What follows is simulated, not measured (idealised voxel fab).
Module name: voxel capacitor over wiring (process module)
Cross-section cut: width 250 nm, square cells of 5 nm.
Cross-sections here: square-cell grids, written as top-down lists of bands, a band being one or more rows of cells.
Top, bottom (nm), then materials left to right with widths (nm); lone material tagged "everywhere" fills the whole band edge to edge; "blank" = empty space.
Convention: height 0 is the level below which the wafer, as received, is all one material. The lowest band does not terminate at the bottom but continues downward, represented as "0 and below".
The expression "30..40" gives the width at the extremes of the band, the first number at its top row of cells and the second at its bottom row, with the width changing by equal amounts from each row to the next in between.
Where a step carries "nothing altered", the cross-section came out of it unchanged, cell for cell.
Basically, "Voids, fully enclosed" tells you about the enclosed voids: empty spaces with no open way to the top, 8 cells or bigger, each written width x height at distance, where distance is from the left edge, all in nm.
On a step's line, text after the settings is the simulator commenting on that step.
For masked steps, "overlay nm" on the step line gives how far right of plan the mask actually lay; a minus sign means it lay to the left.

Here's what the planned process steps look like
- 1: RECEIVE, material Si
- 2: CONFORMAL_DEP, material SiO2, thk nm 15
- 3: CONFORMAL_DEP, material SiN, thk nm 5
- 4: DIRECTIONAL_DEP, material SiO2, thk nm 15
- 5: PATTERN, tone open, mask id METAL_1, material resist, width nm 25, pitch nm 95, thk nm 15, overlay nm 0
- 6: DIRECTIONAL_ETCH, etch materials SiO2, depth nm 15
- 7: DIRECTIONAL_ETCH, etch materials SiN, depth nm 5
- 8: STRIP, etch materials resist
- 9: CONFORMAL_DEP, material TiN, thk nm 5
- 10: FILL_DEP, material W, thk nm 10
- 11: CMP, height nm 35
- 12: EPI, material Ru, thk nm 5
- 13: FILL_DEP, material SiCN, thk nm 5
- 14: DIRECTIONAL_DEP, material SiO2, thk nm 20
- 15: MASKED_ETCH, tone open, mask id PLUG_1, width nm 15, etch materials SiO2, depth nm 20, overlay nm 0
- 16: MASKED_ETCH, tone open, mask id PLUG_1, width nm 15, etch materials SiCN, depth nm 5, overlay nm 0
- 17: CONFORMAL_DEP, material TiN, thk nm 5
- 18: FILL_DEP, material Cu, thk nm 5
- 19: CMP, height nm 65
- 20: DIRECTIONAL_DEP, material TiN, thk nm 10
- 21: DIRECTIONAL_DEP, material HfO2, thk nm 5
- 22: DIRECTIONAL_DEP, material TiN, thk nm 10
- 23: DIRECTIONAL_DEP, material aC, thk nm 10
- 24: PATTERN, tone cover, mask id UPPER_PLATE, material resist, width nm 75, thk nm 25, overlay nm 0
- 25: DIRECTIONAL_ETCH, etch materials aC, depth nm 10
- 26: STRIP, etch materials resist
- 27: DIRECTIONAL_ETCH, etch materials TiN, depth nm 10
- 28: DIRECTIONAL_ETCH, etch materials HfO2, depth nm 5
- 29: STRIP, etch materials aC
- 30: DIRECTIONAL_DEP, material aC, thk nm 10
- 31: PATTERN, tone cover, mask id LOWER_PLATE, material resist, width nm 85, thk nm 30, overlay nm 0
- 32: DIRECTIONAL_ETCH, etch materials aC, depth nm 10
- 33: STRIP, etch materials resist
- 34: DIRECTIONAL_ETCH, etch materials TiN, depth nm 10
- 35: STRIP, etch materials aC
- 36: FILL_DEP, material SiO2, thk nm 15
- 37: CMP, height nm 100
- 38: DIRECTIONAL_DEP, material aC, thk nm 10
- 39: PATTERN, tone open, mask id PLUG_2, material resist, width nm 15, thk nm 30, overlay nm 0
- 40: DIRECTIONAL_ETCH, etch materials aC, depth nm 10
- 41: STRIP, etch materials resist
- 42: DIRECTIONAL_ETCH, etch materials SiO2, depth nm 10
- 43: STRIP, etch materials aC
- 44: CONFORMAL_DEP, material TiN, thk nm 5
- 45: FILL_DEP, material Ru, thk nm 5
- 46: CMP, height nm 100
- 47: CONFORMAL_DEP, material SiN, thk nm 5

Here's what the wafer looked like in cross-section when it arrived - that's after step 1
> 0 and below  Si everywhere
> Voids, fully enclosed: none

Cross-section taken at module completion on the first of two wafers; processed per the plan
> 105 down to 100  SiN everywhere
> 100 down to 95  SiO2: 85, TiN: 5, Ru: 5, TiN: 5, SiO2: 150
> 95 down to 90  SiO2: 85, TiN: 15, SiO2: 150
> 90 down to 80  SiO2: 75, TiN: 75, SiO2: 100
> 80 down to 75  SiO2: 75, HfO2: 75, SiO2: 100
> 75 down to 65  SiO2: 70, TiN: 85, SiO2: 95
> 65 down to 45  SiO2: 75, TiN: 5, Cu: 5, TiN: 5, SiO2: 160
> 45 down to 40  SiCN: 75, TiN: 15, SiCN: 160
> 40 down to 35  SiCN: 60, Ru: 35, SiCN: 60, Ru: 35, SiCN: 60
> 35 down to 20  SiO2: 65, TiN: 5, W: 15, TiN: 5, SiO2: 70, TiN: 5, W: 15, TiN: 5, SiO2: 65
> 20 down to 15  SiN: 65, TiN: 25, SiN: 70, TiN: 25, SiN: 65
> 15 down to 0  SiO2 everywhere
> 0 and below  Si everywhere
> Voids, fully enclosed: none

Cross-sectional image of the second wafer of the two following completion of the module. Starting state and process plan were the same as for the first wafer; one execution error occurred
> 110 down to 105  SiN everywhere
> 105 down to 100  TiN: 90, Ru: 5, TiN: 155
> 100 down to 95  SiO2: 85, TiN: 5, Ru: 5, TiN: 5, SiO2: 150
> 95 down to 90  SiO2: 85, TiN: 15, SiO2: 150
> 90 down to 80  SiO2: 75, TiN: 75, SiO2: 100
> 80 down to 75  SiO2: 75, HfO2: 75, SiO2: 100
> 75 down to 65  SiO2: 70, TiN: 85, SiO2: 95
> 65 down to 45  SiO2: 75, TiN: 5, Cu: 5, TiN: 5, SiO2: 160
> 45 down to 40  SiCN: 75, TiN: 15, SiCN: 160
> 40 down to 35  SiCN: 60, Ru: 35, SiCN: 60, Ru: 35, SiCN: 60
> 35 down to 20  SiO2: 65, TiN: 5, W: 15, TiN: 5, SiO2: 70, TiN: 5, W: 15, TiN: 5, SiO2: 65
> 20 down to 15  SiN: 65, TiN: 25, SiN: 70, TiN: 25, SiN: 65
> 15 down to 0  SiO2 everywhere
> 0 and below  Si everywhere
> Voids, fully enclosed: none
Deviation noted in wafer processing: note that step 46 departed from the planned setting and was carried out as CMP, height nm 105
Per the end-of-run cell counts, the second wafer holds more or fewer of some materials than the first: Ru: 1 more | TiN: 49 more
